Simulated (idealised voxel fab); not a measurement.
The process module presented herein is designated voxel self aligned vias.
In the cross-section labelled cut, the width is 270 nm and each square cell is 5 nm.
The cross-sections in this document take the form of a grid made of square cells. They are written out as bands, in order from top to bottom. Each band consists of one or more rows of cells. In this notation a band is specified by the heights of its top and bottom, in that order and in nm, after which its materials appear from left to right, each paired with its width in nm. The word "throughout" attached to a single material means that material fills the band from edge to edge; the word "blank" stands for empty space. The level at which height equals 0 is the one under which the wafer, as it arrives, is entirely one material. No lower edge exists for the bottom band, which continues downward and is notated as in "0 -> down". Think of "30..40" as a width that walks from the first number to the second as you go down the band, top row to bottom row, taking equal-sized steps from row to row. A step reported as "stayed the same" is a step in which no cell of the cross-section changed. Look at "Sealed cavities" for the closed voids: empty spaces with no open path to the top, sized 8 cells or up. Each is width x height at distance, distance from the left edge, all nm. Post-settings text on a step line: simulator's own remark regarding the step. overlay nm: step with mask; distance mask lay right of planned place; negative value = left of planned place. Every pair from here on: before one process step, after it. The after cross-section reaches only to the lowest band that changed. Below the pair: the step in between and its settings. Pairs can belong to different runs of this module on the same starting wafer; a pair carries on from the pair above only if the entry headed "State before step" says so.
**State before step**
65 -> 45 | 45 of SiO2; 35 of blank; 30 of SiO2; 35 of blank; 30 of SiO2; 35 of blank; 60 of SiO2
45 -> 40 | 55 of SiO2; 25 of SiN; 40 of SiO2; 25 of SiN; 40 of SiO2; 25 of SiN; 60 of SiO2
40 -> 20 | 55 of SiO2; 5 of TiN; 15 of W; 5 of TiN; 40 of SiO2; 5 of TiN; 15 of W; 5 of TiN; 40 of SiO2; 5 of TiN; 15 of W; 5 of TiN; 60 of SiO2
20 -> 15 | 55 of SiO2; 25 of TiN; 40 of SiO2; 25 of TiN; 40 of SiO2; 25 of TiN; 60 of SiO2
15 -> 10 | SiCN throughout
10 -> 0 | SiO2 throughout
0 -> down | Si throughout
Sealed cavities: none
**Resulting Cross-Section**
65 -> 45 | 45 of SiO2; 35 of blank; 30 of SiO2; 35 of blank; 30 of SiO2; 35 of blank; 60 of SiO2
45 -> 40 | 55 of SiO2; 25 of blank; 40 of SiO2; 25 of blank; 40 of SiO2; 25 of blank; 60 of SiO2
No changes below 40.
Sealed cavities: none
Which process step falls between the two cross-sections above? MASKED_ETCH: tone open, mask id VIAS, width nm 35, pitch nm 65, etch materials SiN, depth nm 5, overlay nm 0
State before step: carried over from the after image of the pair right above.
**Resulting Cross-Section**
70 -> 65 | 50 of TiN; 25 of blank; 40 of TiN; 25 of blank; 40 of TiN; 25 of blank; 65 of TiN
65 -> 50 | 45 of SiO2; 5 of TiN; 25 of blank; 5 of TiN; 30 of SiO2; 5 of TiN; 25 of blank; 5 of TiN; 30 of SiO2; 5 of TiN; 25 of blank; 5 of TiN; 60 of SiO2
50 -> 45 | 45 of SiO2; 15 of TiN; 15 of blank; 5 of TiN; 30 of SiO2; 15 of TiN; 15 of blank; 5 of TiN; 30 of SiO2; 15 of TiN; 15 of blank; 5 of TiN; 60 of SiO2
45 -> 40 | 55 of SiO2; 25 of TiN; 40 of SiO2; 25 of TiN; 40 of SiO2; 25 of TiN; 60 of SiO2
No changes below 40.
Sealed cavities: none
Which process step falls between the two cross-sections above? CONFORMAL_DEP: material TiN, thk nm 5
State before step: carried over from the after image of the pair right above.
**Resulting Cross-Section**
80 -> 70 | Cu throughout
70 -> 65 | 50 of TiN; 25 of Cu; 40 of TiN; 25 of Cu; 40 of TiN; 25 of Cu; 65 of TiN
65 -> 50 | 45 of SiO2; 5 of TiN; 25 of Cu; 5 of TiN; 30 of SiO2; 5 of TiN; 25 of Cu; 5 of TiN; 30 of SiO2; 5 of TiN; 25 of Cu; 5 of TiN; 60 of SiO2
50 -> 45 | 45 of SiO2; 15 of TiN; 15 of Cu; 5 of TiN; 30 of SiO2; 15 of TiN; 15 of Cu; 5 of TiN; 30 of SiO2; 15 of TiN; 15 of Cu; 5 of TiN; 60 of SiO2
No changes below 45.
Sealed cavities: none
Which process step falls between the two cross-sections above? FILL_DEP: material Cu, thk nm 10
State before step: carried over from the after image of the pair right above.
**Resulting Cross-Section**
65 -> 50 | 45 of SiO2; 5 of TiN; 25 of Cu; 5 of TiN; 30 of SiO2; 5 of TiN; 25 of Cu; 5 of TiN; 30 of SiO2; 5 of TiN; 25 of Cu; 5 of TiN; 60 of SiO2
No changes below 50.
Sealed cavities: none
Which process step falls between the two cross-sections above? CMP: height nm 65
State before step: carried over from the after image of the pair right above.
**Resulting Cross-Section**
70 -> 65 | SiCN throughout
No changes below 65.
Sealed cavities: none
Which process step falls between the two cross-sections above? CONFORMAL_DEP: material SiCN, thk nm 5
**State before step**
45 -> 40 | 55 of SiO2; 25 of SiN; 40 of SiO2; 25 of SiN; 40 of SiO2; 25 of SiN; 60 of SiO2
40 -> 20 | 55 of SiO2; 5 of TiN; 15 of W; 5 of TiN; 40 of SiO2; 5 of TiN; 15 of W; 5 of TiN; 40 of SiO2; 5 of TiN; 15 of W; 5 of TiN; 60 of SiO2
20 -> 15 | 55 of SiO2; 25 of TiN; 40 of SiO2; 25 of TiN; 40 of SiO2; 25 of TiN; 60 of SiO2
15 -> 10 | SiCN throughout
10 -> 0 | SiO2 throughout
0 -> down | Si throughout
Sealed cavities: none
**Resulting Cross-Section**
65 -> 45 | Ru throughout
No changes below 45.
Sealed cavities: none
Which process step falls between the two cross-sections above? DIRECTIONAL_DEP: material Ru, thk nm 20
State before step: carried over from the after image of the pair right above.
**Resulting Cross-Section**
70 -> 65 | TiN throughout
No changes below 65.
Sealed cavities: none
Which process step falls between the two cross-sections above? CONFORMAL_DEP: material TiN, thk nm 5
State before step: carried over from the after image of the pair right above.
**Resulting Cross-Section**
80 -> 70 | Cu throughout
No changes below 70.
Sealed cavities: none
Which process step falls between the two cross-sections above? FILL_DEP: material Cu, thk nm 10
State before step: carried over from the after image of the pair right above.
**Resulting Cross-Section**
65 -> 45 | Ru throughout
No changes below 45.
Sealed cavities: none
Which process step falls between the two cross-sections above? CMP: height nm 65
State before step: carried over from the after image of the pair right above.
**Resulting Cross-Section**
70 -> 65 | SiCN throughout
No changes below 65.
Sealed cavities: none
Which process step falls between the two cross-sections above? CONFORMAL_DEP: material SiCN, thk nm 5
**State before step**
45 -> 15 | SiO2 throughout
15 -> 10 | SiCN throughout
10 -> 0 | SiO2 throughout
0 -> down | Si throughout
Sealed cavities: none
**Resulting Cross-Section**
65 -> 45 | 55 of blank; 25 of resist; 40 of blank; 25 of resist; 40 of blank; 25 of resist; 60 of blank
No changes below 45.
Sealed cavities: none
Which process step falls between the two cross-sections above? PATTERN: tone cover, mask id LINES, material resist, width nm 25, pitch nm 65, thk nm 20, overlay nm 0
State before step: carried over from the after image of the pair right above.
**Resulting Cross-Section**
65 -> 45 | 55 of blank; 25 of resist; 40 of blank; 25 of resist; 40 of blank; 25 of resist; 60 of blank
45 -> 15 | 55 of blank; 25 of SiO2; 40 of blank; 25 of SiO2; 40 of blank; 25 of SiO2; 60 of blank
No changes below 15.
Sealed cavities: none
Which process step falls between the two cross-sections above? DIRECTIONAL_ETCH: etch materials SiO2, depth nm 30
State before step: carried over from the after image of the pair right above.
**Resulting Cross-Section**
45 -> 15 | 55 of blank; 25 of SiO2; 40 of blank; 25 of SiO2; 40 of blank; 25 of SiO2; 60 of blank
No changes below 15.
Sealed cavities: none
Which process step falls between the two cross-sections above? STRIP: etch materials resist
State before step: carried over from the after image of the pair right above.
**Resulting Cross-Section**
50 -> 45 | 50 of blank; 35 of TiN; 30 of blank; 35 of TiN; 30 of blank; 35 of TiN; 55 of blank
45 -> 20 | 50 of blank; 5 of TiN; 25 of SiO2; 5 of TiN; 30 of blank; 5 of TiN; 25 of SiO2; 5 of TiN; 30 of blank; 5 of TiN; 25 of SiO2; 5 of TiN; 55 of blank
20 -> 15 | 55 of TiN; 25 of SiO2; 40 of TiN; 25 of SiO2; 40 of TiN; 25 of SiO2; 60 of TiN
No changes below 15.
Sealed cavities: none
Which process step falls between the two cross-sections above? CONFORMAL_DEP: material TiN, thk nm 5
State before step: carried over from the after image of the pair right above.
**Resulting Cross-Section**
60 -> 50 | W throughout
50 -> 45 | 50 of W; 35 of TiN; 30 of W; 35 of TiN; 30 of W; 35 of TiN; 55 of W
45 -> 20 | 50 of W; 5 of TiN; 25 of SiO2; 5 of TiN; 30 of W; 5 of TiN; 25 of SiO2; 5 of TiN; 30 of W; 5 of TiN; 25 of SiO2; 5 of TiN; 55 of W
No changes below 20.
Sealed cavities: none
Which process step falls between the two cross-sections above? FILL_DEP: material W, thk nm 10
State before step: carried over from the after image of the pair right above.
**Resulting Cross-Section**
45 -> 20 | 50 of W; 5 of TiN; 25 of SiO2; 5 of TiN; 30 of W; 5 of TiN; 25 of SiO2; 5 of TiN; 30 of W; 5 of TiN; 25 of SiO2; 5 of TiN; 55 of W
No changes below 20.
Sealed cavities: none
Which process step falls between the two cross-sections above? CMP: height nm 45
State before step: carried over from the after image of the pair right above.
**Resulting Cross-Section**
45 -> 40 | 55 of blank; 25 of SiO2; 40 of blank; 25 of SiO2; 40 of blank; 25 of SiO2; 60 of blank
No changes below 40.
Sealed cavities: none
Which process step falls between the two cross-sections above? SELECTIVE_ETCH: etch materials W Ru TiN, depth nm 5
State before step: carried over from the after image of the pair right above.
**Resulting Cross-Section**
50 -> 45 | SiN throughout
45 -> 40 | 55 of SiN; 25 of SiO2; 40 of SiN; 25 of SiO2; 40 of SiN; 25 of SiO2; 60 of SiN
No changes below 40.
Sealed cavities: none
Which process step falls between the two cross-sections above? FILL_DEP: material SiN, thk nm 5
State before step: carried over from the after image of the pair right above.
**Resulting Cross-Section**
45 -> 40 | 55 of SiN; 25 of SiO2; 40 of SiN; 25 of SiO2; 40 of SiN; 25 of SiO2; 60 of SiN
No changes below 40.
Sealed cavities: none
Which process step falls between the two cross-sections above? CMP: height nm 45
State before step: carried over from the after image of the pair right above.
**Resulting Cross-Section**
65 -> 45 | SiO2 throughout
No changes below 45.
Sealed cavities: none
Which process step falls between the two cross-sections above? DIRECTIONAL_DEP: material SiO2, thk nm 20
State before step: carried over from the after image of the pair right above.
**Resulting Cross-Section**
65 -> 45 | 50 of SiO2; 35 of blank; 30 of SiO2; 35 of blank; 30 of SiO2; 35 of blank; 55 of SiO2
No changes below 45.
Sealed cavities: none
Which process step falls between the two cross-sections above? MASKED_ETCH: tone open, mask id VIAS, width nm 35, pitch nm 65, etch materials SiO2, depth nm 20, overlay nm 0
State before step: carried over from the after image of the pair right above.
**Resulting Cross-Section**
65 -> 45 | 50 of SiO2; 35 of blank; 30 of SiO2; 35 of blank; 30 of SiO2; 35 of blank; 55 of SiO2
45 -> 40 | 50 of SiN; 5 of blank; 25 of SiO2; 5 of blank; 30 of SiN; 5 of blank; 25 of SiO2; 5 of blank; 30 of SiN; 5 of blank; 25 of SiO2; 5 of blank; 55 of SiN
No changes below 40.
Sealed cavities: none
Which process step falls between the two cross-sections above? MASKED_ETCH: tone open, mask id VIAS, width nm 35, pitch nm 65, etch materials SiN, depth nm 5, overlay nm 0
State before step: carried over from the after image of the pair right above.
**Resulting Cross-Section**
70 -> 65 | 55 of TiN; 25 of blank; 40 of TiN; 25 of blank; 40 of TiN; 25 of blank; 60 of TiN
65 -> 50 | 50 of SiO2; 5 of TiN; 25 of blank; 5 of TiN; 30 of SiO2; 5 of TiN; 25 of blank; 5 of TiN; 30 of SiO2; 5 of TiN; 25 of blank; 5 of TiN; 55 of SiO2
50 -> 45 | 50 of SiO2; 35 of TiN; 30 of SiO2; 35 of TiN; 30 of SiO2; 35 of TiN; 55 of SiO2
45 -> 40 | 50 of SiN; 5 of TiN; 25 of SiO2; 5 of TiN; 30 of SiN; 5 of TiN; 25 of SiO2; 5 of TiN; 30 of SiN; 5 of TiN; 25 of SiO2; 5 of TiN; 55 of SiN
No changes below 40.
Sealed cavities: none
Which process step falls between the two cross-sections above? CONFORMAL_DEP: material TiN, thk nm 5
State before step: carried over from the after image of the pair right above.
**Resulting Cross-Section**
80 -> 70 | Cu throughout
70 -> 65 | 55 of TiN; 25 of Cu; 40 of TiN; 25 of Cu; 40 of TiN; 25 of Cu; 60 of TiN
65 -> 50 | 50 of SiO2; 5 of TiN; 25 of Cu; 5 of TiN; 30 of SiO2; 5 of TiN; 25 of Cu; 5 of TiN; 30 of SiO2; 5 of TiN; 25 of Cu; 5 of TiN; 55 of SiO2
No changes below 50.
Sealed cavities: none
Which process step falls between the two cross-sections above? FILL_DEP: material Cu, thk nm 10
State before step: carried over from the after image of the pair right above.
**Resulting Cross-Section**
65 -> 50 | 50 of SiO2; 5 of TiN; 25 of Cu; 5 of TiN; 30 of SiO2; 5 of TiN; 25 of Cu; 5 of TiN; 30 of SiO2; 5 of TiN; 25 of Cu; 5 of TiN; 55 of SiO2
No changes below 50.
Sealed cavities: none
Which process step falls between the two cross-sections above? CMP: height nm 65
State before step: carried over from the after image of the pair right above.
**Resulting Cross-Section**
70 -> 65 | SiCN throughout
No changes below 65.
Sealed cavities: none
Which process step falls between the two cross-sections above? CONFORMAL_DEP: material SiCN, thk nm 5
